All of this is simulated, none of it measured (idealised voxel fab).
Herein follows the process module entitled voxel gate over fins.
Cross-sectional view cut (width: 270 nm; square cell size: 5 nm).
When this document writes out a cross-section, it uses a grid of square cells and lists it as bands, beginning at the top and moving down, with a band standing for one or more rows of cells.
Heads up on the band format: heights come first, top then bottom, in nm. After that it's the materials left to right, each with its width in nm. A single material flagged "edge to edge" fills the whole band edge to edge, and "air" means there's empty space there.
It should be noted that heights are counted from 0, beneath which the wafer as supplied is of one material throughout, and that the lowest band possesses no lower boundary but continues downward, as written in "0 -> down".
Top row gets the first number, bottom row gets the second, and each row in between changes by the same step: that is how a band width like "30->40" works.
Any step labelled "stayed the same" changed none of the cells in the cross-section.
What "Closed voids list" gives you is every empty space of 8 cells or more that is cut off from the top. Each appears as width x height at distance, with the distance taken from the left edge and width, height and distance all in nm.
Post-settings text on a step line: simulator's own remark regarding the step.
"overlay nm", when on a step's line for a step with a mask, measures how far to the right of its planned place the mask lay; a negative measure means to the left.
HERE'S WHAT THE PLANNED PROCESS STEPS LOOK LIKE
1 RECEIVE: material Si
2 CONFORMAL_DEP: material SiN, thk nm 5
3 DIRECTIONAL_DEP: material aC, thk nm 10
4 PATTERN: tone cover, mask id FINS, material resist, width nm 15, pitch nm 50, thk nm 30, overlay nm 0
5 DIRECTIONAL_ETCH: etch materials aC, depth nm 10
6 STRIP: etch materials resist
7 DIRECTIONAL_ETCH: etch materials SiN, depth nm 5
8 DIRECTIONAL_ETCH: etch materials Si, depth nm 40
9 STRIP: etch materials aC
10 FILL_DEP: material SiO2, thk nm 5
11 CMP: height nm 5
12 PATTERN: tone open, mask id RAIL, material resist, width nm 15, thk nm 20, overlay nm 0
13 DIRECTIONAL_ETCH: etch materials SiO2, depth nm 40
14 STRIP: etch materials resist
15 CONFORMAL_DEP: material TiN, thk nm 5
16 FILL_DEP: material W, thk nm 5
17 CMP: height nm 5
18 SELECTIVE_ETCH: etch materials W Ru TiN, depth nm 20
19 FILL_DEP: material SiO2, thk nm 5
20 CMP: height nm 5
21 SELECTIVE_ETCH: etch materials SiO2, depth nm 15
22 STRIP: etch materials SiN
23 CONFORMAL_DEP: material HfO2, thk nm 5
24 CONFORMAL_DEP: material TiN, thk nm 5
25 FILL_DEP: material W, thk nm 10
26 CMP: height nm 15
27 CONFORMAL_DEP: material SiCN, thk nm 5
THE FIRST WAFER OF TWO, PROCESSED AS PLANNED
CROSS-SECTION OF THE INCOMING WAFER, STATE AFTER STEP 1
- 0 -> down  Si edge to edge
- Closed voids list: none
AFTER STEP 2: WAFER CROSS-SECTION
- 5 -> 0  SiN edge to edge
- At heights below 0, the structure remains unaltered.
AFTER STEP 3: WAFER CROSS-SECTION
- 15 -> 5  aC edge to edge
- At heights below 5, the structure remains unaltered.
AFTER STEP 4: WAFER CROSS-SECTION
- 45 -> 15  air 100  resist 15  air 35  resist 15  air 105
- At heights below 15, the structure remains unaltered.
AFTER STEP 5: WAFER CROSS-SECTION
- 35 -> 15  air 100  resist 15  air 35  resist 15  air 105
- 15 -> 5  air 100  aC 15  air 35  aC 15  air 105
- At heights below 5, the structure remains unaltered.
AFTER STEP 6: WAFER CROSS-SECTION
- 15 -> 5  air 100  aC 15  air 35  aC 15  air 105
- At heights below 5, the structure remains unaltered.
AFTER STEP 7: WAFER CROSS-SECTION
- 15 -> 5  air 100  aC 15  air 35  aC 15  air 105
- 5 -> 0  air 100  SiN 15  air 35  SiN 15  air 105
- At heights below 0, the structure remains unaltered.
AFTER STEP 8: WAFER CROSS-SECTION
- 15 -> 5  air 100  aC 15  air 35  aC 15  air 105
- 5 -> 0  air 100  SiN 15  air 35  SiN 15  air 105
- 0 -> -40  air 100  Si 15  air 35  Si 15  air 105
- At heights below -40, the structure remains unaltered.
AFTER STEP 9: WAFER CROSS-SECTION
- 5 -> 0  air 100  SiN 15  air 35  SiN 15  air 105
- At heights below 0, the structure remains unaltered.
AFTER STEP 10: WAFER CROSS-SECTION
- 10 -> 5  SiO2 edge to edge
- 5 -> 0  SiO2 100  SiN 15  SiO2 35  SiN 15  SiO2 105
- 0 -> -40  SiO2 100  Si 15  SiO2 35  Si 15  SiO2 105
- At heights below -40, the structure remains unaltered.
AFTER STEP 11: WAFER CROSS-SECTION
- 5 -> 0  SiO2 100  SiN 15  SiO2 35  SiN 15  SiO2 105
- At heights below 0, the structure remains unaltered.
AFTER STEP 12: WAFER CROSS-SECTION
- 25 -> 5  resist 125  air 15  resist 130
- At heights below 5, the structure remains unaltered.
AFTER STEP 13: WAFER CROSS-SECTION
- 25 -> 5  resist 125  air 15  resist 130
- 5 -> 0  SiO2 100  SiN 15  SiO2 10  air 15  SiO2 10  SiN 15  SiO2 105
- 0 -> -35  SiO2 100  Si 15  SiO2 10  air 15  SiO2 10  Si 15  SiO2 105
- At heights below -35, the structure remains unaltered.
AFTER STEP 14: WAFER CROSS-SECTION
- 5 -> 0  SiO2 100  SiN 15  SiO2 10  air 15  SiO2 10  SiN 15  SiO2 105
- At heights below 0, the structure remains unaltered.
AFTER STEP 15: WAFER CROSS-SECTION
- 10 -> 5  TiN 130  air 5  TiN 135
- 5 -> 0  SiO2 100  SiN 15  SiO2 10  TiN 5  air 5  TiN 5  SiO2 10  SiN 15  SiO2 105
- 0 -> -30  SiO2 100  Si 15  SiO2 10  TiN 5  air 5  TiN 5  SiO2 10  Si 15  SiO2 105
- -30 -> -35  SiO2 100  Si 15  SiO2 10  TiN 15  SiO2 10  Si 15  SiO2 105
- At heights below -35, the structure remains unaltered.
AFTER STEP 16: WAFER CROSS-SECTION
- 15 -> 10  W edge to edge
- 10 -> 5  TiN 130  W 5  TiN 135
- 5 -> 0  SiO2 100  SiN 15  SiO2 10  TiN 5  W 5  TiN 5  SiO2 10  SiN 15  SiO2 105
- 0 -> -30  SiO2 100  Si 15  SiO2 10  TiN 5  W 5  TiN 5  SiO2 10  Si 15  SiO2 105
- At heights below -30, the structure remains unaltered.
AFTER STEP 17: WAFER CROSS-SECTION
- 5 -> 0  SiO2 100  SiN 15  SiO2 10  TiN 5  W 5  TiN 5  SiO2 10  SiN 15  SiO2 105
- At heights below 0, the structure remains unaltered.
AFTER STEP 18: WAFER CROSS-SECTION
- 5 -> 0  SiO2 100  SiN 15  SiO2 10  air 15  SiO2 10  SiN 15  SiO2 105
- 0 -> -15  SiO2 100  Si 15  SiO2 10  air 15  SiO2 10  Si 15  SiO2 105
- At heights below -15, the structure remains unaltered.
AFTER STEP 19: WAFER CROSS-SECTION
- 10 -> 5  SiO2 edge to edge
- 5 -> 0  SiO2 100  SiN 15  SiO2 35  SiN 15  SiO2 105
- 0 -> -15  SiO2 100  Si 15  SiO2 35  Si 15  SiO2 105
- At heights below -15, the structure remains unaltered.
AFTER STEP 20: WAFER CROSS-SECTION
- 5 -> 0  SiO2 100  SiN 15  SiO2 35  SiN 15  SiO2 105
- At heights below 0, the structure remains unaltered.
AFTER STEP 21: WAFER CROSS-SECTION
- 5 -> 0  air 100  SiN 15  air 35  SiN 15  air 105
- 0 -> -10  air 100  Si 15  air 35  Si 15  air 105
- At heights below -10, the structure remains unaltered.
AFTER STEP 22: WAFER CROSS-SECTION
- 0 -> -10  air 100  Si 15  air 35  Si 15  air 105
- At heights below -10, the structure remains unaltered.
AFTER STEP 23: WAFER CROSS-SECTION
- 5 -> 0  air 95  HfO2 25  air 25  HfO2 25  air 100
- 0 -> -5  air 95  HfO2 5  Si 15  HfO2 5  air 25  HfO2 5  Si 15  HfO2 5  air 100
- -5 -> -10  HfO2 100  Si 15  HfO2 35  Si 15  HfO2 105
- At heights below -10, the structure remains unaltered.
AFTER STEP 24: WAFER CROSS-SECTION
- 10 -> 5  air 90  TiN 35  air 15  TiN 35  air 95
- 5 -> 0  air 90  TiN 5  HfO2 25  TiN 5  air 15  TiN 5  HfO2 25  TiN 5  air 95
- 0 -> -5  TiN 95  HfO2 5  Si 15  HfO2 5  TiN 25  HfO2 5  Si 15  HfO2 5  TiN 100
- At heights below -5, the structure remains unaltered.
AFTER STEP 25: WAFER CROSS-SECTION
- 20 -> 10  W edge to edge
- 10 -> 5  W 90  TiN 35  W 15  TiN 35  W 95
- 5 -> 0  W 90  TiN 5  HfO2 25  TiN 5  W 15  TiN 5  HfO2 25  TiN 5  W 95
- At heights below 0, the structure remains unaltered.
AFTER STEP 26: WAFER CROSS-SECTION
- 15 -> 10  W edge to edge
- At heights below 10, the structure remains unaltered.
AFTER STEP 27: WAFER CROSS-SECTION
- 20 -> 15  SiCN edge to edge
- At heights below 15, the structure remains unaltered.
WAFER TWO. IDENTICAL START, IDENTICAL PLAN. ONE MISTAKE IN EXECUTION. IDENTICAL HISTORY THROUGH STEP 22
Second wafer shown in cross-section at the time step 23 was slated to end: stayed the same
SECOND WAFER SHOWN IN CROSS-SECTION AT THE TIME STEP 24 WAS SLATED TO END
- 5 -> 0  air 95  TiN 25  air 25  TiN 25  air 100
- 0 -> -5  air 95  TiN 5  Si 15  TiN 5  air 25  TiN 5  Si 15  TiN 5  air 100
- -5 -> -10  TiN 100  Si 15  TiN 35  Si 15  TiN 105
- At heights below -10, the structure remains unaltered.
SECOND WAFER SHOWN IN CROSS-SECTION AT THE TIME STEP 25 WAS SLATED TO END
- 15 -> 5  W edge to edge
- 5 -> 0  W 95  TiN 25  W 25  TiN 25  W 100
- 0 -> -5  W 95  TiN 5  Si 15  TiN 5  W 25  TiN 5  Si 15  TiN 5  W 100
- At heights below -5, the structure remains unaltered.
Second wafer shown in cross-section at the time step 26 was slated to end: stayed the same
SECOND WAFER SHOWN IN CROSS-SECTION AT THE TIME STEP 27 WAS SLATED TO END
- 20 -> 15  SiCN edge to edge
- At heights below 15, the structure remains unaltered.
The plan and the run diverged here: step 23 was dropped from the plan's execution and never run
Per the end-of-run cell counts, the second wafer holds more or fewer of some materials than the first: HfO2: 62 fewer | W: 62 more
